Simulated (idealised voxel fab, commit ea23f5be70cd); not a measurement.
process module | voxel wiring stack
cross-section cut | 155 nm wide | cells 5 nm
A cross-section is a grid of square cells, given in bands from the top down. A band is one or more rows of cells.
Each band's line starts with the height of the band's top and of its bottom, in nm. Then come its materials from left to right, each with its width in nm. One material with "throughout" fills the band from edge to edge. "air" is empty space.
Height 0 is the level under which the wafer as received is all one material. The lowest band goes on downwards, as in "0 down".
A width such as "30 to 40" changes by the same amount from each row of cells to the next, from the band's top row to its bottom row.
"no change" after a step means that no cell of the cross-section changed.
closed voids: empty space of 8 cells or more with no open way to the top, each as width x height at its distance from the left edge, in nm
after a step's settings: what the simulator itself notes on the step
overlay nm, on a step with a mask: how far to the right of its planned place the mask lay; to the left if negative
plan
1 op RECEIVE | material Si
2 op CONFORMAL_DEP | material SiO2 | thk nm 15
3 op DIRECTIONAL_DEP | material TiN | thk nm 5
4 op DIRECTIONAL_DEP | material W | thk nm 15
5 op MASKED_ETCH | tone cover | mask id METAL_1 | width nm 20 | pitch nm 45 | etch materials W | depth nm 15 | overlay nm 0
6 op MASKED_ETCH | tone cover | mask id METAL_1 | width nm 20 | pitch nm 45 | etch materials TiN | depth nm 5 | overlay nm 0
7 op CONFORMAL_DEP | material SiN | thk nm 5
8 op FILL_DEP | material lowk | thk nm 5
9 op CMP | height nm 35
10 op CONFORMAL_DEP | material SiCN | thk nm 5
11 op DIRECTIONAL_DEP | material lowk | thk nm 15
12 op PATTERN | tone open | mask id PLUG_1 | material resist | width nm 15 | pitch nm 90 | thk nm 15 | overlay nm 0
13 op DIRECTIONAL_ETCH | etch materials lowk | depth nm 15
14 op DIRECTIONAL_ETCH | etch materials SiCN | depth nm 5
15 op STRIP | etch materials resist
16 op CONFORMAL_DEP | material TiN | thk nm 5
17 op FILL_DEP | material W | thk nm 10
18 op CMP | height nm 55
19 op CONFORMAL_DEP | material SiN | thk nm 5
20 op DIRECTIONAL_DEP | material SiO2 | thk nm 25
21 op DIRECTIONAL_DEP | material aC | thk nm 15
22 op PATTERN | tone open | mask id METAL_2 | material resist | width nm 20 | pitch nm 45 | thk nm 30 | overlay nm 0
23 op DIRECTIONAL_ETCH | etch materials aC | depth nm 15
24 op STRIP | etch materials resist
25 op DIRECTIONAL_ETCH | etch materials SiO2 | depth nm 25
26 op DIRECTIONAL_ETCH | etch materials SiN | depth nm 5
27 op STRIP | etch materials aC
28 op CONFORMAL_DEP | material TiN | thk nm 5
29 op FILL_DEP | material W | thk nm 10
30 op CMP | height nm 85
31 op CONFORMAL_DEP | material SiCN | thk nm 5
32 op DIRECTIONAL_DEP | material SiO2 | thk nm 20
33 op DIRECTIONAL_DEP | material aC | thk nm 10
34 op PATTERN | tone open | mask id PLUG_2 | material resist | width nm 15 | pitch nm 90 | thk nm 30 | overlay nm 0
35 op DIRECTIONAL_ETCH | etch materials aC | depth nm 10
36 op STRIP | etch materials resist
37 op DIRECTIONAL_ETCH | etch materials SiO2 | depth nm 20
38 op DIRECTIONAL_ETCH | etch materials SiCN | depth nm 5
39 op STRIP | etch materials aC
40 op EPI | material Ru | thk nm 10
41 op EPI | material Ru | thk nm 10
42 op EPI | material Ru | thk nm 5
43 op CONFORMAL_DEP | material SiN | thk nm 5
44 op DIRECTIONAL_DEP | material lowk | thk nm 25
45 op MASKED_ETCH | tone open | mask id METAL_3 | width nm 20 | pitch nm 45 | etch materials lowk | depth nm 25 | overlay nm 0
46 op MASKED_ETCH | tone open | mask id METAL_3 | width nm 20 | pitch nm 45 | etch materials SiN | depth nm 5 | overlay nm 0
47 op CONFORMAL_DEP | material TiN | thk nm 5
48 op FILL_DEP | material Cu | thk nm 10
49 op CMP | height nm 140
50 op CONFORMAL_DEP | material SiCN | thk nm 5
51 op DIRECTIONAL_DEP | material lowk | thk nm 10
52 op DIRECTIONAL_DEP | material aC | thk nm 10
53 op PATTERN | tone open | mask id PLUG_3 | material resist | width nm 15 | pitch nm 45 | thk nm 25 | overlay nm 0
54 op DIRECTIONAL_ETCH | etch materials aC | depth nm 10
55 op STRIP | etch materials resist
56 op DIRECTIONAL_ETCH | etch materials lowk | depth nm 10
57 op DIRECTIONAL_ETCH | etch materials SiCN | depth nm 5
58 op STRIP | etch materials aC
59 op CONFORMAL_DEP | material TiN | thk nm 5
60 op FILL_DEP | material W | thk nm 5
61 op CMP | height nm 155
62 op DIRECTIONAL_DEP | material TiN | thk nm 5
63 op DIRECTIONAL_DEP | material W | thk nm 15
64 op PATTERN | tone cover | mask id METAL_4 | material resist | width nm 20 | pitch nm 45 | thk nm 20 | overlay nm 0
65 op DIRECTIONAL_ETCH | etch materials W | depth nm 15
66 op DIRECTIONAL_ETCH | etch materials TiN | depth nm 5
67 op STRIP | etch materials resist
68 op CONFORMAL_DEP | material SiCN | thk nm 5
69 op FILL_DEP | material lowk | thk nm 5
70 op CMP | height nm 175
71 op CONFORMAL_DEP | material SiCN | thk nm 5
first wafer, as planned
as received, after step 1
  0 down: Si throughout
  closed voids: none
after step 2
  15 to 0: SiO2 throughout
  below 0: unchanged
after step 3
  20 to 15: TiN throughout
  below 15: unchanged
after step 4
  35 to 20: W throughout
  below 20: unchanged
after step 5
  35 to 20: air 20 | W 20 | air 25 | W 20 | air 25 | W 20 | air 25
  below 20: unchanged
after step 6
  35 to 20: air 20 | W 20 | air 25 | W 20 | air 25 | W 20 | air 25
  20 to 15: air 20 | TiN 20 | air 25 | TiN 20 | air 25 | TiN 20 | air 25
  below 15: unchanged
after step 7
  40 to 35: air 15 | SiN 30 | air 15 | SiN 30 | air 15 | SiN 30 | air 20
  35 to 20: air 15 | SiN 5 | W 20 | SiN 5 | air 15 | SiN 5 | W 20 | SiN 5 | air 15 | SiN 5 | W 20 | SiN 5 | air 20
  20 to 15: SiN 20 | TiN 20 | SiN 25 | TiN 20 | SiN 25 | TiN 20 | SiN 25
  below 15: unchanged
after step 8
  45 to 40: lowk throughout
  40 to 35: lowk 15 | SiN 30 | lowk 15 | SiN 30 | lowk 15 | SiN 30 | lowk 20
  35 to 20: lowk 15 | SiN 5 | W 20 | SiN 5 | lowk 15 | SiN 5 | W 20 | SiN 5 | lowk 15 | SiN 5 | W 20 | SiN 5 | lowk 20
  below 20: unchanged
after step 9
  35 to 20: lowk 15 | SiN 5 | W 20 | SiN 5 | lowk 15 | SiN 5 | W 20 | SiN 5 | lowk 15 | SiN 5 | W 20 | SiN 5 | lowk 20
  below 20: unchanged
after step 10
  40 to 35: SiCN throughout
  below 35: unchanged
after step 11
  55 to 40: lowk throughout
  below 40: unchanged
after step 12
  70 to 55: resist 20 | air 15 | resist 75 | air 15 | resist 30
  below 55: unchanged
after step 13
  70 to 55: resist 20 | air 15 | resist 75 | air 15 | resist 30
  55 to 40: lowk 20 | air 15 | lowk 75 | air 15 | lowk 30
  below 40: unchanged
after step 14
  70 to 55: resist 20 | air 15 | resist 75 | air 15 | resist 30
  55 to 40: lowk 20 | air 15 | lowk 75 | air 15 | lowk 30
  40 to 35: SiCN 20 | air 15 | SiCN 75 | air 15 | SiCN 30
  below 35: unchanged
after step 15
  55 to 40: lowk 20 | air 15 | lowk 75 | air 15 | lowk 30
  below 40: unchanged
after step 16
  60 to 55: TiN 25 | air 5 | TiN 85 | air 5 | TiN 35
  55 to 40: lowk 20 | TiN 5 | air 5 | TiN 5 | lowk 75 | TiN 5 | air 5 | TiN 5 | lowk 30
  40 to 35: SiCN 20 | TiN 15 | SiCN 75 | TiN 15 | SiCN 30
  below 35: unchanged
after step 17
  70 to 60: W throughout
  60 to 55: TiN 25 | W 5 | TiN 85 | W 5 | TiN 35
  55 to 40: lowk 20 | TiN 5 | W 5 | TiN 5 | lowk 75 | TiN 5 | W 5 | TiN 5 | lowk 30
  below 40: unchanged
after step 18
  55 to 40: lowk 20 | TiN 5 | W 5 | TiN 5 | lowk 75 | TiN 5 | W 5 | TiN 5 | lowk 30
  below 40: unchanged
after step 19
  60 to 55: SiN throughout
  below 55: unchanged
after step 20
  85 to 60: SiO2 throughout
  below 60: unchanged
after step 21
  100 to 85: aC throughout
  below 85: unchanged
after step 22
  130 to 100: resist 20 | air 20 | resist 25 | air 20 | resist 25 | air 20 | resist 25
  below 100: unchanged
after step 23
  115 to 100: resist 20 | air 20 | resist 25 | air 20 | resist 25 | air 20 | resist 25
  100 to 85: aC 20 | air 20 | aC 25 | air 20 | aC 25 | air 20 | aC 25
  below 85: unchanged
after step 24
  100 to 85: aC 20 | air 20 | aC 25 | air 20 | aC 25 | air 20 | aC 25
  below 85: unchanged
after step 25
  100 to 85: aC 20 | air 20 | aC 25 | air 20 | aC 25 | air 20 | aC 25
  85 to 60: SiO2 20 | air 20 | SiO2 25 | air 20 | SiO2 25 | air 20 | SiO2 25
  below 60: unchanged
after step 26
  100 to 85: aC 20 | air 20 | aC 25 | air 20 | aC 25 | air 20 | aC 25
  85 to 60: SiO2 20 | air 20 | SiO2 25 | air 20 | SiO2 25 | air 20 | SiO2 25
  60 to 55: SiN 20 | air 20 | SiN 25 | air 20 | SiN 25 | air 20 | SiN 25
  below 55: unchanged
after step 27
  85 to 60: SiO2 20 | air 20 | SiO2 25 | air 20 | SiO2 25 | air 20 | SiO2 25
  below 60: unchanged
after step 28
  90 to 85: TiN 25 | air 10 | TiN 35 | air 10 | TiN 35 | air 10 | TiN 30
  85 to 60: SiO2 20 | TiN 5 | air 10 | TiN 5 | SiO2 25 | TiN 5 | air 10 | TiN 5 | SiO2 25 | TiN 5 | air 10 | TiN 5 | SiO2 25
  60 to 55: SiN 20 | TiN 20 | SiN 25 | TiN 20 | SiN 25 | TiN 20 | SiN 25
  below 55: unchanged
after step 29
  100 to 90: W throughout
  90 to 85: TiN 25 | W 10 | TiN 35 | W 10 | TiN 35 | W 10 | TiN 30
  85 to 60: SiO2 20 | TiN 5 | W 10 | TiN 5 | SiO2 25 | TiN 5 | W 10 | TiN 5 | SiO2 25 | TiN 5 | W 10 | TiN 5 | SiO2 25
  below 60: unchanged
after step 30
  85 to 60: SiO2 20 | TiN 5 | W 10 | TiN 5 | SiO2 25 | TiN 5 | W 10 | TiN 5 | SiO2 25 | TiN 5 | W 10 | TiN 5 | SiO2 25
  below 60: unchanged
after step 31
  90 to 85: SiCN throughout
  below 85: unchanged
after step 32
  110 to 90: SiO2 throughout
  below 90: unchanged
after step 33
  120 to 110: aC throughout
  below 110: unchanged
after step 34
  150 to 120: resist 20 | air 15 | resist 75 | air 15 | resist 30
  below 120: unchanged
after step 35
  140 to 120: resist 20 | air 15 | resist 75 | air 15 | resist 30
  120 to 110: aC 20 | air 15 | aC 75 | air 15 | aC 30
  below 110: unchanged
after step 36
  120 to 110: aC 20 | air 15 | aC 75 | air 15 | aC 30
  below 110: unchanged
after step 37
  120 to 110: aC 20 | air 15 | aC 75 | air 15 | aC 30
  110 to 90: SiO2 20 | air 15 | SiO2 75 | air 15 | SiO2 30
  below 90: unchanged
after step 38
  120 to 110: aC 20 | air 15 | aC 75 | air 15 | aC 30
  110 to 90: SiO2 20 | air 15 | SiO2 75 | air 15 | SiO2 30
  90 to 85: SiCN 20 | air 15 | SiCN 75 | air 15 | SiCN 30
  below 85: unchanged
after step 39
  110 to 90: SiO2 20 | air 15 | SiO2 75 | air 15 | SiO2 30
  below 90: unchanged
after step 40
  110 to 95: SiO2 20 | air 15 | SiO2 75 | air 15 | SiO2 30
  95 to 90: SiO2 20 | Ru 15 | SiO2 75 | Ru 15 | SiO2 30
  90 to 85: SiCN 20 | Ru 15 | SiCN 75 | Ru 15 | SiCN 30
  below 85: unchanged
after step 41
  110 to 105: SiO2 20 | air 15 | SiO2 75 | air 15 | SiO2 30
  105 to 90: SiO2 20 | Ru 15 | SiO2 75 | Ru 15 | SiO2 30
  below 90: unchanged
after step 42
  110 to 90: SiO2 20 | Ru 15 | SiO2 75 | Ru 15 | SiO2 30
  below 90: unchanged
after step 43
  115 to 110: SiN throughout
  below 110: unchanged
after step 44
  140 to 115: lowk throughout
  below 115: unchanged
after step 45
  140 to 115: lowk 20 | air 20 | lowk 25 | air 20 | lowk 25 | air 20 | lowk 25
  below 115: unchanged
after step 46
  140 to 115: lowk 20 | air 20 | lowk 25 | air 20 | lowk 25 | air 20 | lowk 25
  115 to 110: SiN 20 | air 20 | SiN 25 | air 20 | SiN 25 | air 20 | SiN 25
  below 110: unchanged
after step 47
  145 to 140: TiN 25 | air 10 | TiN 35 | air 10 | TiN 35 | air 10 | TiN 30
  140 to 115: lowk 20 | TiN 5 | air 10 | TiN 5 | lowk 25 | TiN 5 | air 10 | TiN 5 | lowk 25 | TiN 5 | air 10 | TiN 5 | lowk 25
  115 to 110: SiN 20 | TiN 20 | SiN 25 | TiN 20 | SiN 25 | TiN 20 | SiN 25
  below 110: unchanged
after step 48
  155 to 145: Cu throughout
  145 to 140: TiN 25 | Cu 10 | TiN 35 | Cu 10 | TiN 35 | Cu 10 | TiN 30
  140 to 115: lowk 20 | TiN 5 | Cu 10 | TiN 5 | lowk 25 | TiN 5 | Cu 10 | TiN 5 | lowk 25 | TiN 5 | Cu 10 | TiN 5 | lowk 25
  below 115: unchanged
after step 49
  140 to 115: lowk 20 | TiN 5 | Cu 10 | TiN 5 | lowk 25 | TiN 5 | Cu 10 | TiN 5 | lowk 25 | TiN 5 | Cu 10 | TiN 5 | lowk 25
  below 115: unchanged
after step 50
  145 to 140: SiCN throughout
  below 140: unchanged
after step 51
  155 to 145: lowk throughout
  below 145: unchanged
after step 52
  165 to 155: aC throughout
  below 155: unchanged
after step 53
  190 to 165: resist 20 | air 15 | resist 30 | air 15 | resist 30 | air 15 | resist 30
  below 165: unchanged
after step 54
  180 to 165: resist 20 | air 15 | resist 30 | air 15 | resist 30 | air 15 | resist 30
  165 to 155: aC 20 | air 15 | aC 30 | air 15 | aC 30 | air 15 | aC 30
  below 155: unchanged
after step 55
  165 to 155: aC 20 | air 15 | aC 30 | air 15 | aC 30 | air 15 | aC 30
  below 155: unchanged
after step 56
  165 to 155: aC 20 | air 15 | aC 30 | air 15 | aC 30 | air 15 | aC 30
  155 to 145: lowk 20 | air 15 | lowk 30 | air 15 | lowk 30 | air 15 | lowk 30
  below 145: unchanged
after step 57
  165 to 155: aC 20 | air 15 | aC 30 | air 15 | aC 30 | air 15 | aC 30
  155 to 145: lowk 20 | air 15 | lowk 30 | air 15 | lowk 30 | air 15 | lowk 30
  145 to 140: SiCN 20 | air 15 | SiCN 30 | air 15 | SiCN 30 | air 15 | SiCN 30
  below 140: unchanged
after step 58
  155 to 145: lowk 20 | air 15 | lowk 30 | air 15 | lowk 30 | air 15 | lowk 30
  below 145: unchanged
after step 59
  160 to 155: TiN 25 | air 5 | TiN 40 | air 5 | TiN 40 | air 5 | TiN 35
  155 to 145: lowk 20 | TiN 5 | air 5 | TiN 5 | lowk 30 | TiN 5 | air 5 | TiN 5 | lowk 30 | TiN 5 | air 5 | TiN 5 | lowk 30
  145 to 140: SiCN 20 | TiN 15 | SiCN 30 | TiN 15 | SiCN 30 | TiN 15 | SiCN 30
  below 140: unchanged
after step 60
  165 to 160: W throughout
  160 to 155: TiN 25 | W 5 | TiN 40 | W 5 | TiN 40 | W 5 | TiN 35
  155 to 145: lowk 20 | TiN 5 | W 5 | TiN 5 | lowk 30 | TiN 5 | W 5 | TiN 5 | lowk 30 | TiN 5 | W 5 | TiN 5 | lowk 30
  below 145: unchanged
after step 61
  155 to 145: lowk 20 | TiN 5 | W 5 | TiN 5 | lowk 30 | TiN 5 | W 5 | TiN 5 | lowk 30 | TiN 5 | W 5 | TiN 5 | lowk 30
  below 145: unchanged
after step 62
  160 to 155: TiN throughout
  below 155: unchanged
after step 63
  175 to 160: W throughout
  below 160: unchanged
after step 64
  195 to 175: air 20 | resist 20 | air 25 | resist 20 | air 25 | resist 20 | air 25
  below 175: unchanged
after step 65
  195 to 175: air 20 | resist 20 | air 25 | resist 20 | air 25 | resist 20 | air 25
  175 to 160: air 20 | W 20 | air 25 | W 20 | air 25 | W 20 | air 25
  below 160: unchanged
after step 66
  195 to 175: air 20 | resist 20 | air 25 | resist 20 | air 25 | resist 20 | air 25
  175 to 160: air 20 | W 20 | air 25 | W 20 | air 25 | W 20 | air 25
  160 to 155: air 20 | TiN 20 | air 25 | TiN 20 | air 25 | TiN 20 | air 25
  below 155: unchanged
after step 67
  175 to 160: air 20 | W 20 | air 25 | W 20 | air 25 | W 20 | air 25
  below 160: unchanged
after step 68
  180 to 175: air 15 | SiCN 30 | air 15 | SiCN 30 | air 15 | SiCN 30 | air 20
  175 to 160: air 15 | SiCN 5 | W 20 | SiCN 5 | air 15 | SiCN 5 | W 20 | SiCN 5 | air 15 | SiCN 5 | W 20 | SiCN 5 | air 20
  160 to 155: SiCN 20 | TiN 20 | SiCN 25 | TiN 20 | SiCN 25 | TiN 20 | SiCN 25
  below 155: unchanged
after step 69
  185 to 180: lowk throughout
  180 to 175: lowk 15 | SiCN 30 | lowk 15 | SiCN 30 | lowk 15 | SiCN 30 | lowk 20
  175 to 160: lowk 15 | SiCN 5 | W 20 | SiCN 5 | lowk 15 | SiCN 5 | W 20 | SiCN 5 | lowk 15 | SiCN 5 | W 20 | SiCN 5 | lowk 20
  below 160: unchanged
after step 70
  175 to 160: lowk 15 | SiCN 5 | W 20 | SiCN 5 | lowk 15 | SiCN 5 | W 20 | SiCN 5 | lowk 15 | SiCN 5 | W 20 | SiCN 5 | lowk 20
  below 160: unchanged
after step 71
  180 to 175: SiCN throughout
  below 175: unchanged
second wafer: like start, like plan, one mistake. Through step 21 it matches the first wafer
when step 22 should have ended
  130 to 100: resist 20 | air 25 | resist 20 | air 25 | resist 20 | air 25 | resist 20
  below 100: unchanged
when step 23 should have ended
  115 to 100: resist 20 | air 25 | resist 20 | air 25 | resist 20 | air 25 | resist 20
  100 to 85: aC 20 | air 25 | aC 20 | air 25 | aC 20 | air 25 | aC 20
  below 85: unchanged
when step 24 should have ended
  100 to 85: aC 20 | air 25 | aC 20 | air 25 | aC 20 | air 25 | aC 20
  below 85: unchanged
when step 25 should have ended
  100 to 85: aC 20 | air 25 | aC 20 | air 25 | aC 20 | air 25 | aC 20
  85 to 60: SiO2 20 | air 25 | SiO2 20 | air 25 | SiO2 20 | air 25 | SiO2 20
  below 60: unchanged
when step 26 should have ended
  100 to 85: aC 20 | air 25 | aC 20 | air 25 | aC 20 | air 25 | aC 20
  85 to 60: SiO2 20 | air 25 | SiO2 20 | air 25 | SiO2 20 | air 25 | SiO2 20
  60 to 55: SiN 20 | air 25 | SiN 20 | air 25 | SiN 20 | air 25 | SiN 20
  below 55: unchanged
when step 27 should have ended
  85 to 60: SiO2 20 | air 25 | SiO2 20 | air 25 | SiO2 20 | air 25 | SiO2 20
  below 60: unchanged
when step 28 should have ended
  90 to 85: TiN 25 | air 15 | TiN 30 | air 15 | TiN 30 | air 15 | TiN 25
  85 to 60: SiO2 20 | TiN 5 | air 15 | TiN 5 | SiO2 20 | TiN 5 | air 15 | TiN 5 | SiO2 20 | TiN 5 | air 15 | TiN 5 | SiO2 20
  60 to 55: SiN 20 | TiN 25 | SiN 20 | TiN 25 | SiN 20 | TiN 25 | SiN 20
  below 55: unchanged
when step 29 should have ended
  100 to 90: W throughout
  90 to 85: TiN 25 | W 15 | TiN 30 | W 15 | TiN 30 | W 15 | TiN 25
  85 to 60: SiO2 20 | TiN 5 | W 15 | TiN 5 | SiO2 20 | TiN 5 | W 15 | TiN 5 | SiO2 20 | TiN 5 | W 15 | TiN 5 | SiO2 20
  below 60: unchanged
when step 30 should have ended
  85 to 60: SiO2 20 | TiN 5 | W 15 | TiN 5 | SiO2 20 | TiN 5 | W 15 | TiN 5 | SiO2 20 | TiN 5 | W 15 | TiN 5 | SiO2 20
  below 60: unchanged
when step 31 should have ended
  90 to 85: SiCN throughout
  below 85: unchanged
when step 32 should have ended
  110 to 90: SiO2 throughout
  below 90: unchanged
when step 33 should have ended
  120 to 110: aC throughout
  below 110: unchanged
when step 34 should have ended
  150 to 120: resist 20 | air 15 | resist 75 | air 15 | resist 30
  below 120: unchanged
when step 35 should have ended
  140 to 120: resist 20 | air 15 | resist 75 | air 15 | resist 30
  120 to 110: aC 20 | air 15 | aC 75 | air 15 | aC 30
  below 110: unchanged
when step 36 should have ended
  120 to 110: aC 20 | air 15 | aC 75 | air 15 | aC 30
  below 110: unchanged
when step 37 should have ended
  120 to 110: aC 20 | air 15 | aC 75 | air 15 | aC 30
  110 to 90: SiO2 20 | air 15 | SiO2 75 | air 15 | SiO2 30
  below 90: unchanged
when step 38 should have ended
  120 to 110: aC 20 | air 15 | aC 75 | air 15 | aC 30
  110 to 90: SiO2 20 | air 15 | SiO2 75 | air 15 | SiO2 30
  90 to 85: SiCN 20 | air 15 | SiCN 75 | air 15 | SiCN 30
  below 85: unchanged
when step 39 should have ended
  110 to 90: SiO2 20 | air 15 | SiO2 75 | air 15 | SiO2 30
  below 90: unchanged
when step 40 should have ended
  110 to 95: SiO2 20 | air 15 | SiO2 75 | air 15 | SiO2 30
  95 to 90: SiO2 20 | Ru 15 | SiO2 75 | Ru 15 | SiO2 30
  90 to 85: SiCN 20 | Ru 15 | SiCN 75 | Ru 15 | SiCN 30
  below 85: unchanged
when step 41 should have ended
  110 to 105: SiO2 20 | air 15 | SiO2 75 | air 15 | SiO2 30
  105 to 90: SiO2 20 | Ru 15 | SiO2 75 | Ru 15 | SiO2 30
  below 90: unchanged
when step 42 should have ended
  110 to 90: SiO2 20 | Ru 15 | SiO2 75 | Ru 15 | SiO2 30
  below 90: unchanged
when step 43 should have ended
  115 to 110: SiN throughout
  below 110: unchanged
when step 44 should have ended
  140 to 115: lowk throughout
  below 115: unchanged
when step 45 should have ended
  140 to 115: lowk 20 | air 20 | lowk 25 | air 20 | lowk 25 | air 20 | lowk 25
  below 115: unchanged
when step 46 should have ended
  140 to 115: lowk 20 | air 20 | lowk 25 | air 20 | lowk 25 | air 20 | lowk 25
  115 to 110: SiN 20 | air 20 | SiN 25 | air 20 | SiN 25 | air 20 | SiN 25
  below 110: unchanged
when step 47 should have ended
  145 to 140: TiN 25 | air 10 | TiN 35 | air 10 | TiN 35 | air 10 | TiN 30
  140 to 115: lowk 20 | TiN 5 | air 10 | TiN 5 | lowk 25 | TiN 5 | air 10 | TiN 5 | lowk 25 | TiN 5 | air 10 | TiN 5 | lowk 25
  115 to 110: SiN 20 | TiN 20 | SiN 25 | TiN 20 | SiN 25 | TiN 20 | SiN 25
  below 110: unchanged
when step 48 should have ended
  155 to 145: Cu throughout
  145 to 140: TiN 25 | Cu 10 | TiN 35 | Cu 10 | TiN 35 | Cu 10 | TiN 30
  140 to 115: lowk 20 | TiN 5 | Cu 10 | TiN 5 | lowk 25 | TiN 5 | Cu 10 | TiN 5 | lowk 25 | TiN 5 | Cu 10 | TiN 5 | lowk 25
  below 115: unchanged
when step 49 should have ended
  140 to 115: lowk 20 | TiN 5 | Cu 10 | TiN 5 | lowk 25 | TiN 5 | Cu 10 | TiN 5 | lowk 25 | TiN 5 | Cu 10 | TiN 5 | lowk 25
  below 115: unchanged
when step 50 should have ended
  145 to 140: SiCN throughout
  below 140: unchanged
when step 51 should have ended
  155 to 145: lowk throughout
  below 145: unchanged
when step 52 should have ended
  165 to 155: aC throughout
  below 155: unchanged
when step 53 should have ended
  190 to 165: resist 20 | air 15 | resist 30 | air 15 | resist 30 | air 15 | resist 30
  below 165: unchanged
when step 54 should have ended
  180 to 165: resist 20 | air 15 | resist 30 | air 15 | resist 30 | air 15 | resist 30
  165 to 155: aC 20 | air 15 | aC 30 | air 15 | aC 30 | air 15 | aC 30
  below 155: unchanged
when step 55 should have ended
  165 to 155: aC 20 | air 15 | aC 30 | air 15 | aC 30 | air 15 | aC 30
  below 155: unchanged
when step 56 should have ended
  165 to 155: aC 20 | air 15 | aC 30 | air 15 | aC 30 | air 15 | aC 30
  155 to 145: lowk 20 | air 15 | lowk 30 | air 15 | lowk 30 | air 15 | lowk 30
  below 145: unchanged
when step 57 should have ended
  165 to 155: aC 20 | air 15 | aC 30 | air 15 | aC 30 | air 15 | aC 30
  155 to 145: lowk 20 | air 15 | lowk 30 | air 15 | lowk 30 | air 15 | lowk 30
  145 to 140: SiCN 20 | air 15 | SiCN 30 | air 15 | SiCN 30 | air 15 | SiCN 30
  below 140: unchanged
when step 58 should have ended
  155 to 145: lowk 20 | air 15 | lowk 30 | air 15 | lowk 30 | air 15 | lowk 30
  below 145: unchanged
when step 59 should have ended
  160 to 155: TiN 25 | air 5 | TiN 40 | air 5 | TiN 40 | air 5 | TiN 35
  155 to 145: lowk 20 | TiN 5 | air 5 | TiN 5 | lowk 30 | TiN 5 | air 5 | TiN 5 | lowk 30 | TiN 5 | air 5 | TiN 5 | lowk 30
  145 to 140: SiCN 20 | TiN 15 | SiCN 30 | TiN 15 | SiCN 30 | TiN 15 | SiCN 30
  below 140: unchanged
when step 60 should have ended
  165 to 160: W throughout
  160 to 155: TiN 25 | W 5 | TiN 40 | W 5 | TiN 40 | W 5 | TiN 35
  155 to 145: lowk 20 | TiN 5 | W 5 | TiN 5 | lowk 30 | TiN 5 | W 5 | TiN 5 | lowk 30 | TiN 5 | W 5 | TiN 5 | lowk 30
  below 145: unchanged
when step 61 should have ended
  155 to 145: lowk 20 | TiN 5 | W 5 | TiN 5 | lowk 30 | TiN 5 | W 5 | TiN 5 | lowk 30 | TiN 5 | W 5 | TiN 5 | lowk 30
  below 145: unchanged
when step 62 should have ended
  160 to 155: TiN throughout
  below 155: unchanged
when step 63 should have ended
  175 to 160: W throughout
  below 160: unchanged
when step 64 should have ended
  195 to 175: air 20 | resist 20 | air 25 | resist 20 | air 25 | resist 20 | air 25
  below 175: unchanged
when step 65 should have ended
  195 to 175: air 20 | resist 20 | air 25 | resist 20 | air 25 | resist 20 | air 25
  175 to 160: air 20 | W 20 | air 25 | W 20 | air 25 | W 20 | air 25
  below 160: unchanged
when step 66 should have ended
  195 to 175: air 20 | resist 20 | air 25 | resist 20 | air 25 | resist 20 | air 25
  175 to 160: air 20 | W 20 | air 25 | W 20 | air 25 | W 20 | air 25
  160 to 155: air 20 | TiN 20 | air 25 | TiN 20 | air 25 | TiN 20 | air 25
  below 155: unchanged
when step 67 should have ended
  175 to 160: air 20 | W 20 | air 25 | W 20 | air 25 | W 20 | air 25
  below 160: unchanged
when step 68 should have ended
  180 to 175: air 15 | SiCN 30 | air 15 | SiCN 30 | air 15 | SiCN 30 | air 20
  175 to 160: air 15 | SiCN 5 | W 20 | SiCN 5 | air 15 | SiCN 5 | W 20 | SiCN 5 | air 15 | SiCN 5 | W 20 | SiCN 5 | air 20
  160 to 155: SiCN 20 | TiN 20 | SiCN 25 | TiN 20 | SiCN 25 | TiN 20 | SiCN 25
  below 155: unchanged
when step 69 should have ended
  185 to 180: lowk throughout
  180 to 175: lowk 15 | SiCN 30 | lowk 15 | SiCN 30 | lowk 15 | SiCN 30 | lowk 20
  175 to 160: lowk 15 | SiCN 5 | W 20 | SiCN 5 | lowk 15 | SiCN 5 | W 20 | SiCN 5 | lowk 15 | SiCN 5 | W 20 | SiCN 5 | lowk 20
  below 160: unchanged
when step 70 should have ended
  175 to 160: lowk 15 | SiCN 5 | W 20 | SiCN 5 | lowk 15 | SiCN 5 | W 20 | SiCN 5 | lowk 15 | SiCN 5 | W 20 | SiCN 5 | lowk 20
  below 160: unchanged
when step 71 should have ended
  180 to 175: SiCN throughout
  below 175: unchanged
what went wrong: step 22 ran as: op PATTERN | tone open | mask id METAL_2 | material resist | width nm 25 | pitch nm 45 | thk nm 30 | overlay nm 0
at the end the second wafer has, in cells: 3 fewer of SiN | 15 fewer of SiO2 | 3 more of TiN | 15 more of W
